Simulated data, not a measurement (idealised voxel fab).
process module | voxel transistor to metal
cross-section cut | 180 nm wide | cells 5 nm
A cross-section is a grid of square cells, given in bands from the top down. A band is one or more rows of cells.
Each band's line starts with the height of the band's top and of its bottom, in nm. Then come its materials from left to right, each with its width in nm. One material with "throughout" fills the band from edge to edge. "air" is empty space.
Height 0 is the level under which the wafer as received is all one material. The lowest band goes on downwards, as in "0 down".
A width such as "30 to 40" changes by the same amount from each row of cells to the next, from the band's top row to its bottom row.
"no change" after a step means that no cell of the cross-section changed.
closed voids: empty space of 8 cells or more with no open way to the top, each as width x height at its distance from the left edge, in nm
after a step's settings: what the simulator itself notes on the step
overlay nm, on a step with a mask: how far to the right of its planned place the mask lay; to the left if negative
plan
1 op RECEIVE | material Si
2 op CONFORMAL_DEP | material SiO2 | thk nm 5
3 op CONFORMAL_DEP | material SiN | thk nm 10
4 op DIRECTIONAL_DEP | material aC | thk nm 15
5 op PATTERN | tone cover | mask id ACTIVE | material resist | width nm 120 | thk nm 30 | overlay nm 0
6 op DIRECTIONAL_ETCH | etch materials aC | depth nm 15
7 op STRIP | etch materials resist
8 op DIRECTIONAL_ETCH | etch materials SiN | depth nm 10
9 op DIRECTIONAL_ETCH | etch materials SiO2 | depth nm 5
10 op DIRECTIONAL_ETCH | etch materials Si | depth nm 25
11 op STRIP | etch materials aC
12 op FILL_DEP | material SiO2 | thk nm 10
13 op CMP | height nm 15
14 op SELECTIVE_ETCH | etch materials SiO2 | depth nm 10
15 op STRIP | etch materials SiN
16 op SELECTIVE_ETCH | etch materials SiO2 | depth nm 5
17 op OXIDIZE | depth nm 5
18 op DIRECTIONAL_DEP | material polySi | thk nm 25
19 op DIRECTIONAL_DEP | material SiCN | thk nm 15
20 op DIRECTIONAL_DEP | material aC | thk nm 15
21 op PATTERN | tone cover | mask id GATE | material resist | width nm 30 | thk nm 30 | overlay nm 0
22 op DIRECTIONAL_ETCH | etch materials aC | depth nm 15
23 op STRIP | etch materials resist
24 op DIRECTIONAL_ETCH | etch materials SiCN | depth nm 25
25 op DIRECTIONAL_ETCH | etch materials polySi | depth nm 35
26 op STRIP | etch materials aC
27 op CONFORMAL_DEP | material SiO2 | thk nm 5
28 op DIRECTIONAL_ETCH | etch materials SiO2 | depth nm 5
29 op CONFORMAL_DEP | material SiN | thk nm 5
30 op DIRECTIONAL_ETCH | etch materials SiN | depth nm 5
31 op DIRECTIONAL_ETCH | etch materials SiO2 | depth nm 5
32 op EPI | material SiGe | thk nm 5
33 op FILL_DEP | material SiO2 | thk nm 5
34 op CMP | height nm 25
35 op STRIP | etch materials polySi
36 op SELECTIVE_ETCH | etch materials SiO2 | depth nm 5
37 op CONFORMAL_DEP | material HfO2 | thk nm 5
38 op CONFORMAL_DEP | material TiN | thk nm 5
39 op FILL_DEP | material W | thk nm 10
40 op CMP | height nm 20
41 op DIRECTIONAL_DEP | material SiO2 | thk nm 15
42 op PATTERN | tone open | mask id CONTACT | material resist | width nm 20 | pitch nm 80 | thk nm 15 | overlay nm 0
43 op DIRECTIONAL_ETCH | etch materials SiO2 | depth nm 35
44 op STRIP | etch materials resist
45 op CONFORMAL_DEP | material TiN | thk nm 5
46 op FILL_DEP | material W | thk nm 5
47 op CMP | height nm 35
48 op CONFORMAL_DEP | material SiN | thk nm 5
49 op DIRECTIONAL_DEP | material lowk | thk nm 20
50 op DIRECTIONAL_DEP | material aC | thk nm 15
51 op PATTERN | tone open | mask id METAL_1 | material resist | width nm 20 | pitch nm 80 | thk nm 30 | overlay nm 0
52 op DIRECTIONAL_ETCH | etch materials aC | depth nm 15
53 op STRIP | etch materials resist
54 op DIRECTIONAL_ETCH | etch materials lowk | depth nm 20
55 op DIRECTIONAL_ETCH | etch materials SiN | depth nm 5
56 op STRIP | etch materials aC
57 op CONFORMAL_DEP | material TiN | thk nm 5
58 op FILL_DEP | material Ru | thk nm 5
59 op CMP | height nm 60
60 op EPI | material Ru | thk nm 5
61 op FILL_DEP | material SiCN | thk nm 5
62 op DIRECTIONAL_DEP | material lowk | thk nm 35
63 op MASKED_ETCH | tone open | mask id METAL_2_HOLES | width nm 15 | pitch nm 80 | etch materials lowk | depth nm 35 | overlay nm 0
64 op PATTERN | tone open | mask id METAL_2 | material resist | width nm 20 | pitch nm 80 | thk nm 15 | overlay nm 0
65 op DIRECTIONAL_ETCH | etch materials lowk | depth nm 20
66 op DIRECTIONAL_ETCH | etch materials SiCN | depth nm 5
67 op STRIP | etch materials resist
68 op CONFORMAL_DEP | material TiN | thk nm 5
69 op FILL_DEP | material Cu | thk nm 10
70 op CMP | height nm 105
71 op CONFORMAL_DEP | material SiCN | thk nm 5
as received, after step 1
  0 down: Si throughout
  closed voids: none
first wafer at the end, as planned
  110 to 105: SiCN throughout
  105 to 90: lowk 40 | TiN 5 | Cu 10 | TiN 5 | lowk 60 | TiN 5 | Cu 10 | TiN 5 | lowk 40
  90 to 85: lowk 40 | TiN 5 | Cu 5 | TiN 10 | lowk 60 | TiN 5 | Cu 5 | TiN 10 | lowk 40
  85 to 70: lowk 40 | TiN 5 | Cu 5 | TiN 5 | lowk 65 | TiN 5 | Cu 5 | TiN 5 | lowk 45
  70 to 65: SiCN 40 | TiN 15 | SiCN 65 | TiN 15 | SiCN 45
  65 to 60: SiCN 35 | Ru 30 | SiCN 50 | Ru 30 | SiCN 35
  60 to 40: lowk 40 | TiN 5 | Ru 10 | TiN 5 | lowk 60 | TiN 5 | Ru 10 | TiN 5 | lowk 40
  40 to 35: SiN 40 | TiN 20 | SiN 60 | TiN 20 | SiN 40
  35 to 20: SiO2 40 | TiN 5 | W 10 | TiN 5 | SiO2 60 | TiN 5 | W 10 | TiN 5 | SiO2 40
  20 to 5: SiO2 40 | TiN 5 | W 10 | TiN 5 | SiO2 5 | SiN 5 | HfO2 5 | TiN 5 | W 20 | TiN 5 | HfO2 5 | SiN 5 | SiO2 5 | TiN 5 | W 10 | TiN 5 | SiO2 40
  5 to 0: SiO2 40 | TiN 20 | SiO2 5 | SiN 5 | HfO2 5 | TiN 30 | HfO2 5 | SiN 5 | SiO2 5 | TiN 20 | SiO2 40
  0 to -5: SiO2 25 | SiGe 40 | SiO2 5 | HfO2 40 | SiO2 5 | SiGe 40 | SiO2 25
  -5 to -25: SiO2 30 | Si 120 | SiO2 30
  -25 down: Si throughout
  closed voids: none
second wafer at the end: like start, like plan, one mistake
  110 to 105: SiCN throughout
  105 to 90: lowk 40 | TiN 5 | Cu 10 | TiN 5 | lowk 60 | TiN 5 | Cu 10 | TiN 5 | lowk 40
  90 to 85: lowk 40 | TiN 5 | Cu 5 | TiN 10 | lowk 60 | TiN 5 | Cu 5 | TiN 10 | lowk 40
  85 to 70: lowk 40 | TiN 5 | Cu 5 | TiN 5 | lowk 65 | TiN 5 | Cu 5 | TiN 5 | lowk 45
  70 to 65: SiCN 40 | TiN 15 | SiCN 65 | TiN 15 | SiCN 45
  65 to 60: SiCN 35 | Ru 30 | SiCN 50 | Ru 30 | SiCN 35
  60 to 40: lowk 40 | TiN 5 | Ru 10 | TiN 5 | lowk 60 | TiN 5 | Ru 10 | TiN 5 | lowk 40
  40 to 35: SiN 40 | TiN 20 | SiN 60 | TiN 20 | SiN 40
  35 to 30: SiO2 40 | TiN 20 | SiO2 60 | TiN 20 | SiO2 40
  30 to 25: TiN 60 | HfO2 15 | TiN 5 | W 20 | TiN 5 | HfO2 15 | TiN 60
  25 to 20: HfO2 65 | SiN 5 | HfO2 5 | TiN 5 | W 20 | TiN 5 | HfO2 5 | SiN 5 | HfO2 65
  20 to 5: SiO2 65 | SiN 5 | HfO2 5 | TiN 5 | W 20 | TiN 5 | HfO2 5 | SiN 5 | SiO2 65
  5 to 0: SiO2 65 | SiN 5 | HfO2 5 | TiN 30 | HfO2 5 | SiN 5 | SiO2 65
  0 to -5: SiO2 25 | SiGe 40 | SiO2 5 | HfO2 40 | SiO2 5 | SiGe 40 | SiO2 25
  -5 to -25: SiO2 30 | Si 120 | SiO2 30
  -25 down: Si throughout
  closed voids: none
what went wrong: step 40 ran as: op CMP | height nm 30
at the end the second wafer has, in cells: 34 more of HfO2 | 2 more of SiN | 24 fewer of SiO2 | 4 more of TiN | 16 fewer of W
